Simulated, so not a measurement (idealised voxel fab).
Module name: voxel tone inversion (process module)
It is cross-section cut that appears here, measuring 295 nm in width, its square cells being 5 nm in size.
Cross-section layout: square cells on a grid; listed as bands, top to bottom; a band spans one or more cell rows.
Each band's line starts with the height of the band's top and of its bottom, in nm. Then come its materials from left to right, each with its width in nm. One material with "all across" fills the band from edge to edge. "empty" is empty space.
It should be noted that heights are counted from 0, beneath which the wafer as supplied is of one material throughout, and that the lowest band possesses no lower boundary but continues downward, as written in "0 nm and below".
The width entry "30..40" should be interpreted row by row: the top row of cells in the band takes the first number, the bottom row takes the second number, and the change between adjacent rows is uniform throughout.
It should be understood that the words "remains unaltered", when stated for a given step, signify that the cross-section underwent no change in any of its cells during that step.
Empty spaces counting at least 8 cells and having no open way to the top are listed in "Fully sealed voids". The notation width x height at distance is used for each, the distance being from the left edge and all three values in nm.
It should be noted that, on the line of a given step, the content following the step's settings is a remark produced by the simulator itself with respect to that step.
The line of a step may include "overlay nm". On a step with a mask, this value is how far to the right of its planned place the mask lay. A negative value means the mask lay to the left.
Set out below are the planned steps of the process:
1 RECEIVE, material Si
2 CONFORMAL_DEP, material SiN, thk nm 5
3 DIRECTIONAL_DEP, material aC, thk nm 20
4 PATTERN, tone cover, mask id POSTS, material resist, width nm 15, pitch nm 30, thk nm 25, overlay nm -15
5 DIRECTIONAL_ETCH, etch materials aC, depth nm 20
6 STRIP, etch materials resist
7 FILL_DEP, material SiO2, thk nm 5
8 CMP, height nm 25
9 STRIP, etch materials aC
What sets these wafers apart? The overlay nm at step 4. They all start alike, and the plan carries the first wafer's value.
Cross-section of the first of several wafers on receipt, reflecting completion of step 1:
  0 nm and below = Si all across
  Fully sealed voids: none
Last step of the module is step 9; after it, the first of several wafers in cross-section:
  25 nm to 5 nm = SiO2: 95  empty: 15  SiO2: 15  empty: 15  SiO2: 15  empty: 15  SiO2: 125
  5 nm to 0 nm = SiN all across
  0 nm and below = Si all across
  Fully sealed voids: none
So this is the cross-section on the last wafer at the end of the module:
  25 nm to 5 nm = SiO2: 125  empty: 15  SiO2: 15  empty: 15  SiO2: 15  empty: 15  SiO2: 95
  5 nm to 0 nm = SiN all across
  0 nm and below = Si all across
  Fully sealed voids: none
Take any row and you have a wafer at the end of the module: how many cells of each material it has gained (+) or lost (-) since it was received, and then its closed voids:
overlay nm -15, +59 SiN, +200 SiO2, Fully sealed voids: none
overlay nm -10, +59 SiN, +200 SiO2, Fully sealed voids: none
overlay nm -5, +59 SiN, +200 SiO2, Fully sealed voids: none
overlay nm 0, +59 SiN, +200 SiO2, Fully sealed voids: none
overlay nm 5, +59 SiN, +200 SiO2, Fully sealed voids: none
overlay nm 10, +59 SiN, +200 SiO2, Fully sealed voids: none
overlay nm 15, +59 SiN, +200 SiO2, Fully sealed voids: none
